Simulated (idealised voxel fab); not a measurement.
Process module under the name voxel transistor to metal
Cross-section cut: width 210 nm, square cells of 5 nm.
A cross-section in this document is a grid of square cells, and it is written down as bands, the top band listed before the ones below it; a band is made up of one or more rows of cells. Top height, bottom height, nm. Materials left to right, width each, nm. Single material + "all across" = fills band edge to edge. "air" = empty. Height reference: 0 = level under which incoming wafer is all one material. Lowest band: no bottom, runs on downward, e.g. "from 0 down". Note: "30->40" means the width goes from the first number (top row of the band) to the second number (bottom row) in equal steps per row of cells. Given "same as before" for a step, no cell of the cross-section differs between before and after that step. In the "Closed void roster" entry, you get each enclosed empty space of 8 cells or more, one with no open way to the top, written width x height at distance, distance from the left edge, in nm. What comes after the settings on a step's line is commentary from the simulator itself on that step. overlay nm: right-of-plan distance of the mask on a masked step; negative values mean left-of-plan.
**Here's what the planned process steps look like**
1: RECEIVE with material Si
2: OXIDIZE with depth nm 5
3: CONFORMAL_DEP with material SiN, thk nm 10
4: MASKED_ETCH with tone cover, mask id ACTIVE, width nm 110, etch materials SiN, depth nm 10, overlay nm 0
5: MASKED_ETCH with tone cover, mask id ACTIVE, width nm 110, etch materials SiO2, depth nm 5, overlay nm 0
6: MASKED_ETCH with tone cover, mask id ACTIVE, width nm 110, etch materials Si, depth nm 20, overlay nm 0
7: FILL_DEP with material SiO2, thk nm 10
8: CMP with height nm 10
9: SELECTIVE_ETCH with etch materials SiO2, depth nm 10
10: STRIP with etch materials SiN
11: SELECTIVE_ETCH with etch materials SiO2, depth nm 5
12: OXIDIZE with depth nm 5
13: DIRECTIONAL_DEP with material polySi, thk nm 20
14: DIRECTIONAL_DEP with material SiCN, thk nm 15
15: DIRECTIONAL_DEP with material aC, thk nm 10
16: PATTERN with tone cover, mask id GATE, material resist, width nm 30, thk nm 25, overlay nm 0
17: DIRECTIONAL_ETCH with etch materials aC, depth nm 10
18: STRIP with etch materials resist
19: DIRECTIONAL_ETCH with etch materials SiCN, depth nm 25
20: DIRECTIONAL_ETCH with etch materials polySi, depth nm 30
21: STRIP with etch materials aC
22: CONFORMAL_DEP with material SiN, thk nm 10
23: DIRECTIONAL_ETCH with etch materials SiN, depth nm 10
24: DIRECTIONAL_ETCH with etch materials SiO2, depth nm 5
25: DIRECTIONAL_ETCH with etch materials Si, depth nm 15
26: EPI with material nSi, thk nm 20
27: FILL_DEP with material SiO2, thk nm 10
28: CMP with height nm 15
29: STRIP with etch materials polySi
30: SELECTIVE_ETCH with etch materials SiO2, depth nm 5
31: CONFORMAL_DEP with material HfO2, thk nm 5
32: CONFORMAL_DEP with material TiN, thk nm 5
33: FILL_DEP with material W, thk nm 10
34: CMP with height nm 10
35: DIRECTIONAL_DEP with material SiO2, thk nm 10
36: DIRECTIONAL_DEP with material aC, thk nm 15
37: PATTERN with tone open, mask id CONTACT, material resist, width nm 15, pitch nm 75, thk nm 35, overlay nm 0
38: DIRECTIONAL_ETCH with etch materials aC, depth nm 15
39: STRIP with etch materials resist
40: DIRECTIONAL_ETCH with etch materials SiO2, depth nm 10
41: STRIP with etch materials aC
42: CONFORMAL_DEP with material TiN, thk nm 5
43: FILL_DEP with material Ru, thk nm 10
44: CMP with height nm 20
45: CONFORMAL_DEP with material SiCN, thk nm 5
46: DIRECTIONAL_DEP with material SiO2, thk nm 15
47: PATTERN with tone open, mask id METAL_1, material resist, width nm 15, pitch nm 75, thk nm 20, overlay nm 0
48: DIRECTIONAL_ETCH with etch materials SiO2, depth nm 15
49: DIRECTIONAL_ETCH with etch materials SiCN, depth nm 5
50: STRIP with etch materials resist
51: CONFORMAL_DEP with material TiN, thk nm 5
52: FILL_DEP with material Ru, thk nm 10
53: CMP with height nm 40
54: CONFORMAL_DEP with material SiN, thk nm 5
**Wafer as received: cross-section following step 1**
* from 0 down: Si all across
* Closed void roster: none
**This is how the wafer looks in cross-section once the module is done, given the starting state and plan above and one mistake in carrying the plan out**
* from 45 to 40: SiN all across
* from 40 to 25: 60 of SiO2  5 of TiN  5 of Ru  5 of TiN  60 of SiO2  5 of TiN  5 of Ru  5 of TiN  60 of SiO2
* from 25 to 20: 60 of SiCN  15 of TiN  60 of SiCN  15 of TiN  60 of SiCN
* from 20 to 15: 60 of SiO2  5 of TiN  5 of Ru  5 of TiN  60 of SiO2  5 of TiN  5 of Ru  5 of TiN  60 of SiO2
* from 15 to 10: 60 of SiO2  15 of TiN  60 of SiO2  15 of TiN  60 of SiO2
* from 10 to -5: 60 of SiO2  20 of nSi  10 of SiN  5 of TiN  20 of W  5 of TiN  10 of SiN  20 of nSi  60 of SiO2
* from -5 to -10: 45 of SiO2  35 of nSi  5 of SiO2  40 of TiN  5 of SiO2  35 of nSi  45 of SiO2
* from -10 to -25: 50 of SiO2  30 of nSi  50 of Si  30 of nSi  50 of SiO2
* from -25 down: Si all across
* Closed void roster: none
Nonconformance to the process plan: heads up, step 31 of the plan was skipped and never actually ran
